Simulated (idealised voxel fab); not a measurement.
Name of the process module below: voxel wiring stack
Xsec cut, 155 nm wide, square cell size 5 nm.
Cross-sections here: square-cell grids, written as top-down lists of bands, a band being one or more rows of cells. Look at the band entry: it leads with the top's height and the bottom's height in nm. Then it lists the materials left to right, with a width in nm for each. The word "everywhere" on a single material says that material fills the band edge to edge. The word "empty" is empty space. Heads up on the height convention: 0 is the point under which the incoming wafer is all one material, and the lowest band has no bottom, it just keeps going down, like "0 down". The expression "30..40" gives the width at the extremes of the band, the first number at its top row of cells and the second at its bottom row, with the width changing by equal amounts from each row to the next in between. Take "stayed the same" at face value: in the step it is given for, the cross-section changed in none of its cells. Basically, "Closed void list" tells you about the enclosed voids: empty spaces with no open way to the top, 8 cells or bigger, each written width x height at distance, where distance is from the left edge, all in nm. What comes after the settings on a step's line is commentary from the simulator itself on that step. Steps that use a mask can have "overlay nm" on their line. It says how far the mask sat to the right of where it was meant to be. Negative means to the left.
## These are the steps we planned for the process
| 1 | RECEIVE | material Si |
| 2 | CONFORMAL_DEP | material SiO2 | thk nm 10 |
| 3 | CONFORMAL_DEP | material SiN | thk nm 5 |
| 4 | DIRECTIONAL_DEP | material lowk | thk nm 25 |
| 5 | PATTERN | tone open | mask id METAL_1 | material resist | width nm 25 | pitch nm 55 | thk nm 20 | overlay nm 0 |
| 6 | DIRECTIONAL_ETCH | etch materials lowk | depth nm 25 |
| 7 | DIRECTIONAL_ETCH | etch materials SiN | depth nm 5 |
| 8 | STRIP | etch materials resist |
| 9 | CONFORMAL_DEP | material TiN | thk nm 5 |
| 10 | FILL_DEP | material Ru | thk nm 10 |
| 11 | CMP | height nm 40 |
| 12 | EPI | material Ru | thk nm 5 |
| 13 | FILL_DEP | material SiCN | thk nm 5 |
| 14 | DIRECTIONAL_DEP | material lowk | thk nm 15 |
| 15 | MASKED_ETCH | tone open | mask id PLUG_1 | width nm 15 | etch materials lowk | depth nm 15 | overlay nm 0 |
| 16 | MASKED_ETCH | tone open | mask id PLUG_1 | width nm 15 | etch materials SiCN | depth nm 5 | overlay nm 0 |
| 17 | EPI | material Ru | thk nm 10 |
| 18 | EPI | material Ru | thk nm 10 |
| 19 | DIRECTIONAL_DEP | material TiN | thk nm 5 |
| 20 | DIRECTIONAL_DEP | material W | thk nm 20 |
| 21 | DIRECTIONAL_DEP | material aC | thk nm 15 |
| 22 | PATTERN | tone cover | mask id METAL_2 | material resist | width nm 25 | pitch nm 55 | thk nm 30 | overlay nm 0 |
| 23 | DIRECTIONAL_ETCH | etch materials aC | depth nm 15 |
| 24 | STRIP | etch materials resist |
| 25 | DIRECTIONAL_ETCH | etch materials W | depth nm 20 |
| 26 | DIRECTIONAL_ETCH | etch materials TiN | depth nm 5 |
| 27 | STRIP | etch materials aC |
| 28 | FILL_DEP | material SiO2 | thk nm 5 |
| 29 | CMP | height nm 90 |
| 30 | CONFORMAL_DEP | material SiCN | thk nm 5 |
## As-received state of the wafer in cross-section, equivalent to post-step 1
0 down = Si everywhere
Closed void list: none
## End-of-module XS, first of two wafers, run as planned
95 to 90 = SiCN everywhere
90 to 70 = 35 of SiO2 / 25 of W / 30 of SiO2 / 25 of W / 40 of SiO2
70 to 65 = 35 of SiO2 / 25 of TiN / 30 of SiO2 / 25 of TiN / 40 of SiO2
65 to 50 = 35 of lowk / 15 of Ru / 105 of lowk
50 to 45 = 35 of SiCN / 15 of Ru / 105 of SiCN
45 to 40 = 30 of SiCN / 35 of Ru / 20 of SiCN / 35 of Ru / 35 of SiCN
40 to 15 = 35 of lowk / 5 of TiN / 15 of Ru / 5 of TiN / 30 of lowk / 5 of TiN / 15 of Ru / 5 of TiN / 40 of lowk
15 to 10 = 35 of SiN / 25 of TiN / 30 of SiN / 25 of TiN / 40 of SiN
10 to 0 = SiO2 everywhere
0 down = Si everywhere
Closed void list: none
## Wafer two, sectioned after the module: the first wafer's start, the first wafer's plan, and one mistake in how it was run
95 to 90 = SiCN everywhere
90 to 85 = 35 of SiO2 / 20 of W / 100 of SiO2
85 to 70 = 35 of SiO2 / 25 of W / 30 of SiO2 / 25 of W / 40 of SiO2
70 to 65 = 35 of SiO2 / 20 of TiN / 5 of W / 30 of SiO2 / 25 of W / 40 of SiO2
65 to 60 = 30 of SiO2 / 25 of Ru / 5 of TiN / 30 of SiO2 / 25 of TiN / 40 of SiO2
60 to 55 = 30 of SiO2 / 5 of lowk / 15 of Ru / 15 of lowk / 20 of SiO2 / 35 of lowk / 35 of SiO2
55 to 45 = 35 of lowk / 15 of Ru / 105 of lowk
45 to 40 = 30 of lowk / 35 of Ru / 20 of lowk / 35 of Ru / 35 of lowk
40 to 15 = 35 of lowk / 5 of TiN / 15 of Ru / 5 of TiN / 30 of lowk / 5 of TiN / 15 of Ru / 5 of TiN / 40 of lowk
15 to 10 = 35 of SiN / 25 of TiN / 30 of SiN / 25 of TiN / 40 of SiN
10 to 0 = SiO2 everywhere
0 down = Si everywhere
Closed void list: none
So what did we get wrong on this run? plan step 13 never ran because it was skipped
at the end the second wafer has, in cells: Ru +2; SiCN -45; SiO2 +43
